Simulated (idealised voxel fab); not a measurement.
The process module that follows is named voxel air gaps.
The width of the displayed cross-section, cut, is 270 nm; its cells are square, with a size of 5 nm.
The cross-sections in this document take the form of a grid made of square cells. They are written out as bands, in order from top to bottom. Each band consists of one or more rows of cells.
What a band's entry tells you: where the top is and where the bottom is, as heights in nm, and after that what lies inside, material by material from left to right, each with its width in nm. Empty space is written as the word "empty", and a single material marked with the word "edge to edge" occupies the band from edge to edge.
Counting heights begins at 0, where everything beneath is, in the wafer as received, one material. The lowest band has no bottom; it goes on downwards, as "0 nm and below" shows.
Read "30->40" as a graded width: first number on top, second number at the bottom, same change between each pair of neighbouring rows.
Reading "no modification" for a step: not a cell of the cross-section changed in it.
"Sealed void inventory" specifies each empty space that is not open to the top and that occupies no fewer than 8 cells, using the form width x height at distance, the distance measured from the left edge and all three quantities in nm.
Post-settings text on a step line: simulator's own remark regarding the step.
Steps that use a mask can have "overlay nm" on their line. It says how far the mask sat to the right of where it was meant to be. Negative means to the left.

Process steps foreseen in the plan:
1) RECEIVE (material Si)
2) CONFORMAL_DEP (material SiO2; thk nm 15)
3) CONFORMAL_DEP (material SiCN; thk nm 5)
4) DIRECTIONAL_DEP (material lowk; thk nm 30)
5) PATTERN (tone open; mask id LINES; material resist; width nm 25; pitch nm 50; thk nm 15; overlay nm 0)
6) DIRECTIONAL_ETCH (etch materials lowk; depth nm 30)
7) STRIP (etch materials resist)
8) CONFORMAL_DEP (material TiN; thk nm 5)
9) FILL_DEP (material W; thk nm 5)
10) CMP (height nm 50)
11) EPI (material Ru; thk nm 10)
12) SELECTIVE_ETCH (etch materials lowk; depth nm 40)
13) CONFORMAL_DEP (material SiCN; thk nm 5)

Delivered wafer in cross-section: state after step 1:
0 nm and below = Si edge to edge
Sealed void inventory: none

Module complete - cross-section of the first of two wafers, run according to plan:
65 nm to 60 nm = empty (55), then SiCN (155), then empty (60)
60 nm to 50 nm = empty (55), then SiCN (5), then Ru (45), then SiCN (5), then Ru (45), then SiCN (5), then Ru (45), then SiCN (5), then empty (60)
50 nm to 45 nm = empty (55), then SiCN (15), then TiN (5), then W (15), then TiN (5), then SiCN (25), then TiN (5), then W (15), then TiN (5), then SiCN (25), then TiN (5), then W (15), then TiN (5), then SiCN (15), then empty (60)
45 nm to 25 nm = empty (65), then SiCN (5), then TiN (5), then W (15), then TiN (5), then SiCN (5), then empty (15), then SiCN (5), then TiN (5), then W (15), then TiN (5), then SiCN (5), then empty (15), then SiCN (5), then TiN (5), then W (15), then TiN (5), then SiCN (5), then empty (70)
25 nm to 20 nm = SiCN (70), then TiN (25), then SiCN (25), then TiN (25), then SiCN (25), then TiN (25), then SiCN (75)
20 nm to 15 nm = SiCN edge to edge
15 nm to 0 nm = SiO2 edge to edge
0 nm and below = Si edge to edge
Sealed void inventory: 15 x 20 at 100; 15 x 20 at 150

Cross-sectional view of the second of two wafers upon completion of the module. This wafer shared its starting condition and process plan with the first; one error was made during its execution:
65 nm to 60 nm = empty (60), then SiCN (150), then empty (60)
60 nm to 50 nm = empty (60), then SiCN (5), then Ru (40), then SiCN (10), then Ru (40), then SiCN (10), then Ru (40), then SiCN (5), then empty (60)
50 nm to 45 nm = empty (60), then SiCN (15), then TiN (5), then W (10), then TiN (5), then SiCN (30), then TiN (5), then W (10), then TiN (5), then SiCN (30), then TiN (5), then W (10), then TiN (5), then SiCN (15), then empty (60)
45 nm to 25 nm = empty (70), then SiCN (5), then TiN (5), then W (10), then TiN (5), then SiCN (5), then empty (20), then SiCN (5), then TiN (5), then W (10), then TiN (5), then SiCN (5), then empty (20), then SiCN (5), then TiN (5), then W (10), then TiN (5), then SiCN (5), then empty (70)
25 nm to 20 nm = SiCN (75), then TiN (20), then SiCN (30), then TiN (20), then SiCN (30), then TiN (20), then SiCN (75)
20 nm to 15 nm = SiCN edge to edge
15 nm to 0 nm = SiO2 edge to edge
0 nm and below = Si edge to edge
Sealed void inventory: 20 x 20 at 100; 20 x 20 at 150
Heads up, the wafer didn't run the way we planned it: in deviation from the planned setting, step 5 was conducted as PATTERN (tone open; mask id LINES; material resist; width nm 20; pitch nm 50; thk nm 15; overlay nm 0)
Final cells, second wafer relative to first, materials higher or lower: 6 fewer of Ru; 8 more of SiCN; 3 fewer of TiN; 15 fewer of W
